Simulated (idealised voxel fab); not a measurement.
process module | voxel gate over fins
cross-section cut | 235 nm wide | cells 5 nm
A cross-section is a grid of square cells, given in bands from the top down. A band is one or more rows of cells.
Each band's line starts with the height of the band's top and of its bottom, in nm. Then come its materials from left to right, each with its width in nm. One material with "throughout" fills the band from edge to edge. "air" is empty space.
Height 0 is the level under which the wafer as received is all one material. The lowest band goes on downwards, as in "0 down".
A width such as "30 to 40" changes by the same amount from each row of cells to the next, from the band's top row to its bottom row.
"no change" after a step means that no cell of the cross-section changed.
closed voids: empty space of 8 cells or more with no open way to the top, each as width x height at its distance from the left edge, in nm
after a step's settings: what the simulator itself notes on the step
overlay nm, on a step with a mask: how far to the right of its planned place the mask lay; to the left if negative
plan
1 op RECEIVE | material Si
2 op CONFORMAL_DEP | material SiN | thk nm 10
3 op PATTERN | tone cover | mask id FINS | material resist | width nm 15 | pitch nm 45 | thk nm 20 | overlay nm 0
4 op DIRECTIONAL_ETCH | etch materials SiN | depth nm 10
5 op DIRECTIONAL_ETCH | etch materials Si | depth nm 40
6 op STRIP | etch materials resist
7 op FILL_DEP | material SiO2 | thk nm 5
8 op CMP | height nm 10
9 op SELECTIVE_ETCH | etch materials SiO2 | depth nm 25
10 op STRIP | etch materials SiN
11 op CONFORMAL_DEP | material HfO2 | thk nm 5
12 op CONFORMAL_DEP | material TiN | thk nm 5
13 op CONFORMAL_DEP | material TiAl | thk nm 5
14 op CONFORMAL_DEP | material TiN | thk nm 5
15 op FILL_DEP | material W | thk nm 15
16 op CMP | height nm 30
17 op CONFORMAL_DEP | material SiN | thk nm 5
as received, after step 1
  0 down: Si throughout
  closed voids: none
a wafer at the end: this start, this plan, one mistake
  35 to 30: SiN throughout
  30 to 20: W throughout
  20 to 15: W 65 | TiN 100 | W 70
  15 to 10: W 65 | TiN 5 | TiAl 90 | TiN 5 | W 70
  10 to 5: W 65 | TiN 5 | TiAl 5 | HfO2 35 | TiAl 10 | HfO2 35 | TiAl 5 | TiN 5 | W 70
  5 to 0: TiN 70 | TiAl 5 | HfO2 5 | TiN 25 | HfO2 5 | TiAl 10 | HfO2 5 | TiN 25 | HfO2 5 | TiAl 5 | TiN 75
  0 to -5: TiAl 75 | HfO2 5 | TiN 5 | Si 15 | TiN 5 | HfO2 5 | TiAl 10 | HfO2 5 | TiN 5 | Si 15 | TiN 5 | HfO2 5 | TiAl 80
  -5 to -10: HfO2 80 | TiN 5 | Si 15 | TiN 5 | HfO2 20 | TiN 5 | Si 15 | TiN 5 | HfO2 85
  -10 to -15: TiN 85 | Si 15 | TiN 30 | Si 15 | TiN 90
  -15 to -40: SiO2 85 | Si 15 | SiO2 30 | Si 15 | SiO2 90
  -40 down: Si throughout
  closed voids: none
what went wrong: steps 11 and 12 were swapped
